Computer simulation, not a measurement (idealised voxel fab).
Name of the process module below: voxel ribs on slabs
Cross-sectional view cut (width: 240 nm; square cell size: 5 nm).
Cross-section format: a grid of square cells, given as bands from top to bottom; each band is one or more rows of cells. Each band's line starts with the height of the band's top and of its bottom, in nm. Then come its materials from left to right, each with its width in nm. One material with "edge to edge" fills the band from edge to edge. "blank" is empty space. Convention: height 0 is the level below which the wafer, as received, is all one material. The lowest band does not terminate at the bottom but continues downward, represented as "0 nm and below". Per-row width for "30..40": begins at first number (top row of band), ends at second number (bottom row), increment between rows held constant. "no alterations made" (step): cross-section cells unchanged, all of them. This entry, "Sealed internal cavities", enumerates those empty regions of no fewer than 8 cells that possess no open connection to the top. Each region is reported in the form width x height at distance, the distance being taken from the left edge, with all three quantities expressed in nm. after a step's settings: what the simulator itself notes on the step. On any step carrying a mask, the "overlay nm" setting, if present on the step's line, tells how far right of its planned place the mask lay; negative values point to the left.
The planned process steps are enumerated hereunder:
step 1: op RECEIVE | material Si
step 2: op DIRECTIONAL_DEP | material SiO2 | thk nm 25
step 3: op DIRECTIONAL_DEP | material polySi | thk nm 20
step 4: op PATTERN | tone cover | mask id RIB | material resist | width nm 25 | thk nm 15 | overlay nm 0
step 5: op DIRECTIONAL_ETCH | etch materials polySi | depth nm 5
step 6: op STRIP | etch materials resist
step 7: op PATTERN | tone cover | mask id SLAB | material resist | width nm 75 | thk nm 20 | overlay nm 0
step 8: op DIRECTIONAL_ETCH | etch materials polySi | depth nm 15
step 9: op STRIP | etch materials resist
step 10: op FILL_DEP | material SiO2 | thk nm 25
step 11: op CMP | height nm 65
step 12: op DIRECTIONAL_DEP | material TiN | thk nm 10
step 13: op MASKED_ETCH | tone cover | mask id HEATER | width nm 35 | etch materials TiN | depth nm 10 | overlay nm 0
step 14: op CONFORMAL_DEP | material SiO2 | thk nm 5
The cross-section here shows the wafer as received, i.e. in its state after step 1:
- 0 nm and below: Si edge to edge
- Sealed internal cavities: none
first wafer at the end, as planned:
- 80 nm to 75 nm: blank=95; SiO2=45; blank=100
- 75 nm to 70 nm: blank=95; SiO2=5; TiN=35; SiO2=5; blank=100
- 70 nm to 65 nm: SiO2=100; TiN=35; SiO2=105
- 65 nm to 45 nm: SiO2 edge to edge
- 45 nm to 40 nm: SiO2=105; polySi=25; SiO2=110
- 40 nm to 25 nm: SiO2=80; polySi=75; SiO2=85
- 25 nm to 0 nm: SiO2 edge to edge
- 0 nm and below: Si edge to edge
- Sealed internal cavities: none
Here's the second of our two wafers sectioned at module end. Same start as the first, same plan, but one mistake got made running it:
- 80 nm to 75 nm: blank=95; SiO2=45; blank=100
- 75 nm to 70 nm: blank=95; SiO2=5; TiN=35; SiO2=5; blank=100
- 70 nm to 65 nm: SiO2=100; TiN=35; SiO2=105
- 65 nm to 20 nm: SiO2 edge to edge
- 20 nm to 0 nm: polySi edge to edge
- 0 nm and below: Si edge to edge
- Sealed internal cavities: none
Which mistake was made when the wafer was run? deviation from plan: step 3 and step 2 executed in one another's positions
End check, counted in cells, second wafer has more or fewer of these materials than the first: SiO2 -142 | polySi +142
